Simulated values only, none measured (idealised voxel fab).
Process module heading - voxel local oxidation
In the cross-section labelled cut, the width is 155 nm and each square cell is 5 nm.
Format of a cross-section: grid, square cells. Given as bands. Order: top down. Band: one or more rows of cells. Each band's line starts with the height of the band's top and of its bottom, in nm. Then come its materials from left to right, each with its width in nm. One material with "everywhere" fills the band from edge to edge. "air" is empty space. Where do heights start? At 0: under that level the wafer as delivered is made of one material only. And the lowest band has no floor; it just carries on downward, as in "top 0, no bottom". Graded width ("30->40"): value in top row of band = first number; value in bottom row = second number; row-to-row change constant. No cell of the cross-section changed in a step that is given as "remained the same". In the "Closed void inventory" entry, you get each enclosed empty space of 8 cells or more, one with no open way to the top, written width x height at distance, distance from the left edge, in nm. Whatever follows a step's settings on its line is a remark the simulator itself makes about that step. overlay nm: right-of-plan distance of the mask on a masked step; negative values mean left-of-plan.
-- This section lists the process steps that were planned
1) op RECEIVE | material Si
2) op CONFORMAL_DEP | material SiO2 | thk nm 5
3) op CONFORMAL_DEP | material SiN | thk nm 10
4) op DIRECTIONAL_DEP | material aC | thk nm 15
5) op PATTERN | tone cover | mask id ACTIVE | material resist | width nm 90 | thk nm 35 | overlay nm 0
6) op DIRECTIONAL_ETCH | etch materials aC | depth nm 15
7) op STRIP | etch materials resist
8) op DIRECTIONAL_ETCH | etch materials SiN | depth nm 10
9) op STRIP | etch materials aC
10) op SELECTIVE_ETCH | etch materials SiO2 | depth nm 5
11) op OXIDIZE | depth nm 10
12) op STRIP | etch materials SiN
-- First of two wafers, processed according to plan
-- Cross-section of the wafer as it came to us, i.e., already through step 1
    top 0, no bottom | Si everywhere
    Closed void inventory: none
-- Wafer xsec, post step 2
    top 5, bottom 0 | SiO2 everywhere
    Everything under 0 stays put, no change at all.
-- Wafer xsec, post step 3
    top 15, bottom 5 | SiN everywhere
    Everything under 5 stays put, no change at all.
-- Wafer xsec, post step 4
    top 30, bottom 15 | aC everywhere
    Everything under 15 stays put, no change at all.
-- Wafer xsec, post step 5
    top 65, bottom 30 | air 30 nm, then resist 90 nm, then air 35 nm
    Everything under 30 stays put, no change at all.
-- Wafer xsec, post step 6
    top 50, bottom 30 | air 30 nm, then resist 90 nm, then air 35 nm
    top 30, bottom 15 | air 30 nm, then aC 90 nm, then air 35 nm
    Everything under 15 stays put, no change at all.
-- Wafer xsec, post step 7
    top 30, bottom 15 | air 30 nm, then aC 90 nm, then air 35 nm
    Everything under 15 stays put, no change at all.
-- Wafer xsec, post step 8
    top 30, bottom 15 | air 30 nm, then aC 90 nm, then air 35 nm
    top 15, bottom 5 | air 30 nm, then SiN 90 nm, then air 35 nm
    Everything under 5 stays put, no change at all.
-- Wafer xsec, post step 9
    top 15, bottom 5 | air 30 nm, then SiN 90 nm, then air 35 nm
    Everything under 5 stays put, no change at all.
-- Wafer xsec, post step 10
    top 15, bottom 5 | air 30 nm, then SiN 90 nm, then air 35 nm
    top 5, bottom 0 | air 35 nm, then SiO2 80 nm, then air 40 nm
    Everything under 0 stays put, no change at all.
-- Wafer xsec, post step 11
    top 15, bottom 5 | air 30 nm, then SiN 90 nm, then air 35 nm
    top 5, bottom 0 | air 35 nm, then SiO2 80 nm, then air 40 nm
    top 0, bottom -10 | SiO2 45 nm, then Si 60 nm, then SiO2 50 nm
    Everything under -10 stays put, no change at all.
-- Wafer xsec, post step 12
    top 5, bottom 0 | air 35 nm, then SiO2 80 nm, then air 40 nm
    Everything under 0 stays put, no change at all.
-- It is to be noted that the second wafer proceeded from the same initial state and according to the same plan as the first, although one mistake was committed in its execution; through step 1, inclusive, the two wafers share an identical history
The second wafer cut through, at the time step 2 was supposed to be finished: remained the same
-- The second wafer cut through, at the time step 3 was supposed to be finished
    top 10, bottom 0 | SiN everywhere
    Everything under 0 stays put, no change at all.
-- The second wafer cut through, at the time step 4 was supposed to be finished
    top 25, bottom 10 | aC everywhere
    Everything under 10 stays put, no change at all.
-- The second wafer cut through, at the time step 5 was supposed to be finished
    top 60, bottom 25 | air 30 nm, then resist 90 nm, then air 35 nm
    Everything under 25 stays put, no change at all.
-- The second wafer cut through, at the time step 6 was supposed to be finished
    top 45, bottom 25 | air 30 nm, then resist 90 nm, then air 35 nm
    top 25, bottom 10 | air 30 nm, then aC 90 nm, then air 35 nm
    Everything under 10 stays put, no change at all.
-- The second wafer cut through, at the time step 7 was supposed to be finished
    top 25, bottom 10 | air 30 nm, then aC 90 nm, then air 35 nm
    Everything under 10 stays put, no change at all.
-- The second wafer cut through, at the time step 8 was supposed to be finished
    top 25, bottom 10 | air 30 nm, then aC 90 nm, then air 35 nm
    top 10, bottom 0 | air 30 nm, then SiN 90 nm, then air 35 nm
    Everything under 0 stays put, no change at all.
-- The second wafer cut through, at the time step 9 was supposed to be finished
    top 10, bottom 0 | air 30 nm, then SiN 90 nm, then air 35 nm
    Everything under 0 stays put, no change at all.
The second wafer cut through, at the time step 10 was supposed to be finished: remained the same
-- The second wafer cut through, at the time step 11 was supposed to be finished
    top 10, bottom 0 | air 30 nm, then SiN 90 nm, then air 35 nm
    top 0, bottom -10 | SiO2 40 nm, then Si 70 nm, then SiO2 45 nm
    Everything under -10 stays put, no change at all.
-- The second wafer cut through, at the time step 12 was supposed to be finished
    top 0, bottom -10 | SiO2 40 nm, then Si 70 nm, then SiO2 45 nm
    Everything under -10 stays put, no change at all.
Finding, execution versus plan: plan step 2 never ran because it was skipped
In the final state, the cell counts of the second wafer exceed or fall short of those of the first for the following materials: Si +4; SiO2 -20
